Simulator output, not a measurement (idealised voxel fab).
Process module name: voxel self aligned contacts
Cross-section cut spans 290 nm and uses square cells 5 nm in size.
Cross-section spec: square-cell grid; bands listed top down; each band is one or more rows. For a band, the entry starts with two heights in nm, that of the top and then that of the bottom, and carries on with the band's materials in order from left to right, each alongside its width in nm; the word "edge to edge" beside a single material means it fills the band edge to edge, and "blank" means empty space. Basically, 0 is our baseline, since under it the wafer straight out of the box is all one material. The bottom band has no lower end and keeps on going down, so it looks like "0 and below". When a width is written as two numbers, as in "30..40", the first number is the width in the top row of cells of the band and the second is the width in its bottom row, and the width changes by the same amount from each row to the next. For the purposes of this document, the phrase "identical to before" attached to a step denotes that no cell within the cross-section was modified by that step. "Voids lacking openings" specifies each empty space that is not open to the top and that occupies no fewer than 8 cells, using the form width x height at distance, the distance measured from the left edge and all three quantities in nm. Formally, on a step line, whatever follows the settings is a remark that the simulator itself makes on the step. On any step carrying a mask, the "overlay nm" setting, if present on the step's line, tells how far right of its planned place the mask lay; negative values point to the left.

Process steps (planned)
1,RECEIVE: material Si
2,CONFORMAL_DEP: material SiO2, thk nm 5
3,DIRECTIONAL_DEP: material polySi, thk nm 25
4,DIRECTIONAL_DEP: material SiN, thk nm 25
5,PATTERN: tone cover, mask id GATE, material resist, width nm 25, pitch nm 60, thk nm 15, overlay nm 0
6,DIRECTIONAL_ETCH: etch materials SiN, depth nm 25
7,DIRECTIONAL_ETCH: etch materials polySi, depth nm 25
8,STRIP: etch materials resist
9,CONFORMAL_DEP: material SiN, thk nm 10
10,DIRECTIONAL_ETCH: etch materials SiN, depth nm 10
11,FILL_DEP: material SiO2, thk nm 15
12,CMP: height nm 65
13,DIRECTIONAL_DEP: material aC, thk nm 10
14,PATTERN: tone open, mask id CONTACT, material resist, width nm 45, pitch nm 60, thk nm 30, overlay nm 0
15,DIRECTIONAL_ETCH: etch materials aC, depth nm 10
16,STRIP: etch materials resist
17,DIRECTIONAL_ETCH: etch materials SiO2, depth nm 65
18,STRIP: etch materials aC
19,CONFORMAL_DEP: material TiN, thk nm 5
20,FILL_DEP: material W, thk nm 10
21,CMP: height nm 65
22,CONFORMAL_DEP: material SiCN, thk nm 5

Concerning the first of two wafers, which was run in accordance with the plan

Received-state cross-section, reflecting completion of step 1
	0 and below | Si edge to edge
	Voids lacking openings: none

Once step 2 is through, the wafer looks like this in cross-section
	5 down to 0 | SiO2 edge to edge
	Lower than 0, everything is as it was.

Once step 3 is through, the wafer looks like this in cross-section
	30 down to 5 | polySi edge to edge
	Lower than 5, everything is as it was.

Once step 4 is through, the wafer looks like this in cross-section
	55 down to 30 | SiN edge to edge
	Lower than 30, everything is as it was.

Once step 5 is through, the wafer looks like this in cross-section
	70 down to 55 | 70 nm blank; 25 nm resist; 35 nm blank; 25 nm resist; 35 nm blank; 25 nm resist; 75 nm blank
	Lower than 55, everything is as it was.

Once step 6 is through, the wafer looks like this in cross-section
	70 down to 55 | 70 nm blank; 25 nm resist; 35 nm blank; 25 nm resist; 35 nm blank; 25 nm resist; 75 nm blank
	55 down to 30 | 70 nm blank; 25 nm SiN; 35 nm blank; 25 nm SiN; 35 nm blank; 25 nm SiN; 75 nm blank
	Lower than 30, everything is as it was.

Once step 7 is through, the wafer looks like this in cross-section
	70 down to 55 | 70 nm blank; 25 nm resist; 35 nm blank; 25 nm resist; 35 nm blank; 25 nm resist; 75 nm blank
	55 down to 30 | 70 nm blank; 25 nm SiN; 35 nm blank; 25 nm SiN; 35 nm blank; 25 nm SiN; 75 nm blank
	30 down to 5 | 70 nm blank; 25 nm polySi; 35 nm blank; 25 nm polySi; 35 nm blank; 25 nm polySi; 75 nm blank
	Lower than 5, everything is as it was.

Once step 8 is through, the wafer looks like this in cross-section
	55 down to 30 | 70 nm blank; 25 nm SiN; 35 nm blank; 25 nm SiN; 35 nm blank; 25 nm SiN; 75 nm blank
	Lower than 30, everything is as it was.

Once step 9 is through, the wafer looks like this in cross-section
	65 down to 30 | 60 nm blank; 45 nm SiN; 15 nm blank; 45 nm SiN; 15 nm blank; 45 nm SiN; 65 nm blank
	30 down to 15 | 60 nm blank; 10 nm SiN; 25 nm polySi; 10 nm SiN; 15 nm blank; 10 nm SiN; 25 nm polySi; 10 nm SiN; 15 nm blank; 10 nm SiN; 25 nm polySi; 10 nm SiN; 65 nm blank
	15 down to 5 | 70 nm SiN; 25 nm polySi; 35 nm SiN; 25 nm polySi; 35 nm SiN; 25 nm polySi; 75 nm SiN
	Lower than 5, everything is as it was.

Once step 10 is through, the wafer looks like this in cross-section
	55 down to 30 | 60 nm blank; 45 nm SiN; 15 nm blank; 45 nm SiN; 15 nm blank; 45 nm SiN; 65 nm blank
	30 down to 5 | 60 nm blank; 10 nm SiN; 25 nm polySi; 10 nm SiN; 15 nm blank; 10 nm SiN; 25 nm polySi; 10 nm SiN; 15 nm blank; 10 nm SiN; 25 nm polySi; 10 nm SiN; 65 nm blank
	Lower than 5, everything is as it was.

Once step 11 is through, the wafer looks like this in cross-section
	70 down to 55 | SiO2 edge to edge
	55 down to 30 | 60 nm SiO2; 45 nm SiN; 15 nm SiO2; 45 nm SiN; 15 nm SiO2; 45 nm SiN; 65 nm SiO2
	30 down to 5 | 60 nm SiO2; 10 nm SiN; 25 nm polySi; 10 nm SiN; 15 nm SiO2; 10 nm SiN; 25 nm polySi; 10 nm SiN; 15 nm SiO2; 10 nm SiN; 25 nm polySi; 10 nm SiN; 65 nm SiO2
	Lower than 5, everything is as it was.

Once step 12 is through, the wafer looks like this in cross-section
	65 down to 55 | SiO2 edge to edge
	Lower than 55, everything is as it was.

Once step 13 is through, the wafer looks like this in cross-section
	75 down to 65 | aC edge to edge
	Lower than 65, everything is as it was.

Once step 14 is through, the wafer looks like this in cross-section
	105 down to 75 | 90 nm resist; 45 nm blank; 15 nm resist; 45 nm blank; 95 nm resist
	Lower than 75, everything is as it was.

Once step 15 is through, the wafer looks like this in cross-section
	95 down to 75 | 90 nm resist; 45 nm blank; 15 nm resist; 45 nm blank; 95 nm resist
	75 down to 65 | 90 nm aC; 45 nm blank; 15 nm aC; 45 nm blank; 95 nm aC
	Lower than 65, everything is as it was.

Once step 16 is through, the wafer looks like this in cross-section
	75 down to 65 | 90 nm aC; 45 nm blank; 15 nm aC; 45 nm blank; 95 nm aC
	Lower than 65, everything is as it was.

Once step 17 is through, the wafer looks like this in cross-section
	75 down to 65 | 90 nm aC; 45 nm blank; 15 nm aC; 45 nm blank; 95 nm aC
	65 down to 55 | 90 nm SiO2; 45 nm blank; 15 nm SiO2; 45 nm blank; 95 nm SiO2
	55 down to 30 | 60 nm SiO2; 45 nm SiN; 15 nm blank; 45 nm SiN; 15 nm blank; 45 nm SiN; 65 nm SiO2
	30 down to 5 | 60 nm SiO2; 10 nm SiN; 25 nm polySi; 10 nm SiN; 15 nm blank; 10 nm SiN; 25 nm polySi; 10 nm SiN; 15 nm blank; 10 nm SiN; 25 nm polySi; 10 nm SiN; 65 nm SiO2
	5 down to 0 | 105 nm SiO2; 15 nm blank; 45 nm SiO2; 15 nm blank; 110 nm SiO2
	Lower than 0, everything is as it was.

Once step 18 is through, the wafer looks like this in cross-section
	65 down to 55 | 90 nm SiO2; 45 nm blank; 15 nm SiO2; 45 nm blank; 95 nm SiO2
	Lower than 55, everything is as it was.

Once step 19 is through, the wafer looks like this in cross-section
	70 down to 65 | 95 nm TiN; 35 nm blank; 25 nm TiN; 35 nm blank; 100 nm TiN
	65 down to 55 | 90 nm SiO2; 5..20 nm TiN; 35..5 nm blank; 5..20 nm TiN; 15 nm SiO2; 5..20 nm TiN; 35..5 nm blank; 5..20 nm TiN; 95 nm SiO2
	55 down to 30 | 60 nm SiO2; 45 nm SiN; 5 nm TiN; 5 nm blank; 5 nm TiN; 45 nm SiN; 5 nm TiN; 5 nm blank; 5 nm TiN; 45 nm SiN; 65 nm SiO2
	30 down to 5 | 60 nm SiO2; 10 nm SiN; 25 nm polySi; 10 nm SiN; 5 nm TiN; 5 nm blank; 5 nm TiN; 10 nm SiN; 25 nm polySi; 10 nm SiN; 5 nm TiN; 5 nm blank; 5 nm TiN; 10 nm SiN; 25 nm polySi; 10 nm SiN; 65 nm SiO2
	5 down to 0 | 105 nm SiO2; 15 nm TiN; 45 nm SiO2; 15 nm TiN; 110 nm SiO2
	Lower than 0, everything is as it was.

Once step 20 is through, the wafer looks like this in cross-section
	80 down to 70 | W edge to edge
	70 down to 65 | 95 nm TiN; 35 nm W; 25 nm TiN; 35 nm W; 100 nm TiN
	65 down to 55 | 90 nm SiO2; 5..20 nm TiN; 35..5 nm W; 5..20 nm TiN; 15 nm SiO2; 5..20 nm TiN; 35..5 nm W; 5..20 nm TiN; 95 nm SiO2
	55 down to 30 | 60 nm SiO2; 45 nm SiN; 5 nm TiN; 5 nm W; 5 nm TiN; 45 nm SiN; 5 nm TiN; 5 nm W; 5 nm TiN; 45 nm SiN; 65 nm SiO2
	30 down to 5 | 60 nm SiO2; 10 nm SiN; 25 nm polySi; 10 nm SiN; 5 nm TiN; 5 nm W; 5 nm TiN; 10 nm SiN; 25 nm polySi; 10 nm SiN; 5 nm TiN; 5 nm W; 5 nm TiN; 10 nm SiN; 25 nm polySi; 10 nm SiN; 65 nm SiO2
	Lower than 5, everything is as it was.

Once step 21 is through, the wafer looks like this in cross-section
	65 down to 55 | 90 nm SiO2; 5..20 nm TiN; 35..5 nm W; 5..20 nm TiN; 15 nm SiO2; 5..20 nm TiN; 35..5 nm W; 5..20 nm TiN; 95 nm SiO2
	Lower than 55, everything is as it was.

Once step 22 is through, the wafer looks like this in cross-section
	70 down to 65 | SiCN edge to edge
	Lower than 65, everything is as it was.

It is to be noted that the second wafer proceeded from the same initial state and according to the same plan as the first, although one mistake was committed in its execution; through step 8, inclusive, the two wafers share an identical history

Here is the second wafer in cross-section at the point where step 9 of the plan should have been done
	45 down to 30 | 70 nm blank; 25 nm SiN; 35 nm blank; 25 nm SiN; 35 nm blank; 25 nm SiN; 75 nm blank
	Lower than 30, everything is as it was.

Here is the second wafer in cross-section at the point where step 10 of the plan should have been done
	55 down to 30 | 60 nm blank; 45 nm SiN; 15 nm blank; 45 nm SiN; 15 nm blank; 45 nm SiN; 65 nm blank
	30 down to 15 | 60 nm blank; 10 nm SiN; 25 nm polySi; 10 nm SiN; 15 nm blank; 10 nm SiN; 25 nm polySi; 10 nm SiN; 15 nm blank; 10 nm SiN; 25 nm polySi; 10 nm SiN; 65 nm blank
	15 down to 5 | 70 nm SiN; 25 nm polySi; 35 nm SiN; 25 nm polySi; 35 nm SiN; 25 nm polySi; 75 nm SiN
	Lower than 5, everything is as it was.

Here is the second wafer in cross-section at the point where step 11 of the plan should have been done
	70 down to 55 | SiO2 edge to edge
	55 down to 30 | 60 nm SiO2; 45 nm SiN; 15 nm SiO2; 45 nm SiN; 15 nm SiO2; 45 nm SiN; 65 nm SiO2
	30 down to 15 | 60 nm SiO2; 10 nm SiN; 25 nm polySi; 10 nm SiN; 15 nm SiO2; 10 nm SiN; 25 nm polySi; 10 nm SiN; 15 nm SiO2; 10 nm SiN; 25 nm polySi; 10 nm SiN; 65 nm SiO2
	Lower than 15, everything is as it was.

Here is the second wafer in cross-section at the point where step 12 of the plan should have been done
	65 down to 55 | SiO2 edge to edge
	Lower than 55, everything is as it was.

Here is the second wafer in cross-section at the point where step 13 of the plan should have been done
	75 down to 65 | aC edge to edge
	Lower than 65, everything is as it was.

Here is the second wafer in cross-section at the point where step 14 of the plan should have been done
	105 down to 75 | 90 nm resist; 45 nm blank; 15 nm resist; 45 nm blank; 95 nm resist
	Lower than 75, everything is as it was.

Here is the second wafer in cross-section at the point where step 15 of the plan should have been done
	95 down to 75 | 90 nm resist; 45 nm blank; 15 nm resist; 45 nm blank; 95 nm resist
	75 down to 65 | 90 nm aC; 45 nm blank; 15 nm aC; 45 nm blank; 95 nm aC
	Lower than 65, everything is as it was.

Here is the second wafer in cross-section at the point where step 16 of the plan should have been done
	75 down to 65 | 90 nm aC; 45 nm blank; 15 nm aC; 45 nm blank; 95 nm aC
	Lower than 65, everything is as it was.

Here is the second wafer in cross-section at the point where step 17 of the plan should have been done
	75 down to 65 | 90 nm aC; 45 nm blank; 15 nm aC; 45 nm blank; 95 nm aC
	65 down to 55 | 90 nm SiO2; 45 nm blank; 15 nm SiO2; 45 nm blank; 95 nm SiO2
	55 down to 30 | 60 nm SiO2; 45 nm SiN; 15 nm blank; 45 nm SiN; 15 nm blank; 45 nm SiN; 65 nm SiO2
	30 down to 15 | 60 nm SiO2; 10 nm SiN; 25 nm polySi; 10 nm SiN; 15 nm blank; 10 nm SiN; 25 nm polySi; 10 nm SiN; 15 nm blank; 10 nm SiN; 25 nm polySi; 10 nm SiN; 65 nm SiO2
	Lower than 15, everything is as it was.

Here is the second wafer in cross-section at the point where step 18 of the plan should have been done
	65 down to 55 | 90 nm SiO2; 45 nm blank; 15 nm SiO2; 45 nm blank; 95 nm SiO2
	Lower than 55, everything is as it was.

Here is the second wafer in cross-section at the point where step 19 of the plan should have been done
	70 down to 65 | 95 nm TiN; 35 nm blank; 25 nm TiN; 35 nm blank; 100 nm TiN
	65 down to 55 | 90 nm SiO2; 5..20 nm TiN; 35..5 nm blank; 5..20 nm TiN; 15 nm SiO2; 5..20 nm TiN; 35..5 nm blank; 5..20 nm TiN; 95 nm SiO2
	55 down to 30 | 60 nm SiO2; 45 nm SiN; 5 nm TiN; 5 nm blank; 5 nm TiN; 45 nm SiN; 5 nm TiN; 5 nm blank; 5 nm TiN; 45 nm SiN; 65 nm SiO2
	30 down to 20 | 60 nm SiO2; 10 nm SiN; 25 nm polySi; 10 nm SiN; 5 nm TiN; 5 nm blank; 5 nm TiN; 10 nm SiN; 25 nm polySi; 10 nm SiN; 5 nm TiN; 5 nm blank; 5 nm TiN; 10 nm SiN; 25 nm polySi; 10 nm SiN; 65 nm SiO2
	20 down to 15 | 60 nm SiO2; 10 nm SiN; 25 nm polySi; 10 nm SiN; 15 nm TiN; 10 nm SiN; 25 nm polySi; 10 nm SiN; 15 nm TiN; 10 nm SiN; 25 nm polySi; 10 nm SiN; 65 nm SiO2
	Lower than 15, everything is as it was.

Here is the second wafer in cross-section at the point where step 20 of the plan should have been done
	80 down to 70 | W edge to edge
	70 down to 65 | 95 nm TiN; 35 nm W; 25 nm TiN; 35 nm W; 100 nm TiN
	65 down to 55 | 90 nm SiO2; 5..20 nm TiN; 35..5 nm W; 5..20 nm TiN; 15 nm SiO2; 5..20 nm TiN; 35..5 nm W; 5..20 nm TiN; 95 nm SiO2
	55 down to 30 | 60 nm SiO2; 45 nm SiN; 5 nm TiN; 5 nm W; 5 nm TiN; 45 nm SiN; 5 nm TiN; 5 nm W; 5 nm TiN; 45 nm SiN; 65 nm SiO2
	30 down to 20 | 60 nm SiO2; 10 nm SiN; 25 nm polySi; 10 nm SiN; 5 nm TiN; 5 nm W; 5 nm TiN; 10 nm SiN; 25 nm polySi; 10 nm SiN; 5 nm TiN; 5 nm W; 5 nm TiN; 10 nm SiN; 25 nm polySi; 10 nm SiN; 65 nm SiO2
	Lower than 20, everything is as it was.

Here is the second wafer in cross-section at the point where step 21 of the plan should have been done
	65 down to 55 | 90 nm SiO2; 5..20 nm TiN; 35..5 nm W; 5..20 nm TiN; 15 nm SiO2; 5..20 nm TiN; 35..5 nm W; 5..20 nm TiN; 95 nm SiO2
	Lower than 55, everything is as it was.

Here is the second wafer in cross-section at the point where step 22 of the plan should have been done
	70 down to 65 | SiCN edge to edge
	Lower than 65, everything is as it was.
Deviation noted in wafer processing: plan steps 9 and 10 run swapped
End check, counted in cells, second wafer has more or fewer of these materials than the first: +62 SiN; -44 SiO2; -12 TiN; -6 W
